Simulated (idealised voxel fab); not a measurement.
process module | voxel air gaps
cross-section cut | 190 nm wide | cells 5 nm
A cross-section is a grid of square cells, given in bands from the top down. A band is one or more rows of cells.
Each band's line starts with the height of the band's top and of its bottom, in nm. Then come its materials from left to right, each with its width in nm. One material with "throughout" fills the band from edge to edge. "air" is empty space.
Height 0 is the level under which the wafer as received is all one material. The lowest band goes on downwards, as in "0 down".
A width such as "30 to 40" changes by the same amount from each row of cells to the next, from the band's top row to its bottom row.
"no change" after a step means that no cell of the cross-section changed.
closed voids: empty space of 8 cells or more with no open way to the top, each as width x height at its distance from the left edge, in nm
after a step's settings: what the simulator itself notes on the step
overlay nm, on a step with a mask: how far to the right of its planned place the mask lay; to the left if negative
plan
1 op RECEIVE | material Si
2 op CONFORMAL_DEP | material SiO2 | thk nm 15
3 op CONFORMAL_DEP | material SiCN | thk nm 5
4 op DIRECTIONAL_DEP | material SiO2 | thk nm 30
5 op PATTERN | tone open | mask id LINES | material resist | width nm 15 | pitch nm 45 | thk nm 20 | overlay nm 0
6 op DIRECTIONAL_ETCH | etch materials SiO2 | depth nm 30
7 op STRIP | etch materials resist
8 op CONFORMAL_DEP | material TiN | thk nm 5
9 op FILL_DEP | material W | thk nm 5
10 op CMP | height nm 50
11 op EPI | material Ru | thk nm 10
12 op SELECTIVE_ETCH | etch materials SiO2 | depth nm 40
13 op CONFORMAL_DEP | material SiCN | thk nm 5
as received, after step 1
  0 down: Si throughout
  closed voids: none
a wafer at the end: this start, this plan, one mistake
  65 to 60: air 25 | SiCN 135 | air 30
  60 to 50: air 25 | SiCN 5 | Ru 35 | SiCN 10 | Ru 35 | SiCN 10 | Ru 35 | SiCN 5 | air 30
  50 to 45: air 25 | SiCN 15 | TiN 5 | W 5 | TiN 5 | SiCN 30 | TiN 5 | W 5 | TiN 5 | SiCN 30 | TiN 5 | W 5 | TiN 5 | SiCN 15 | air 30
  45 to 40: air 35 | SiCN 5 | TiN 5 | W 5 | TiN 5 | SiCN 5 | air 20 | SiCN 5 | TiN 5 | W 5 | TiN 5 | SiCN 5 | air 20 | SiCN 5 | TiN 5 | W 5 | TiN 5 | SiCN 5 | air 40
  40 to 35: SiCN 40 | TiN 15 | SiCN 30 | TiN 15 | SiCN 30 | TiN 15 | SiCN 45
  35 to 30: SiCN throughout
  30 to 0: SiO2 throughout
  0 down: Si throughout
  closed voids: none
what went wrong: step 2 was run twice
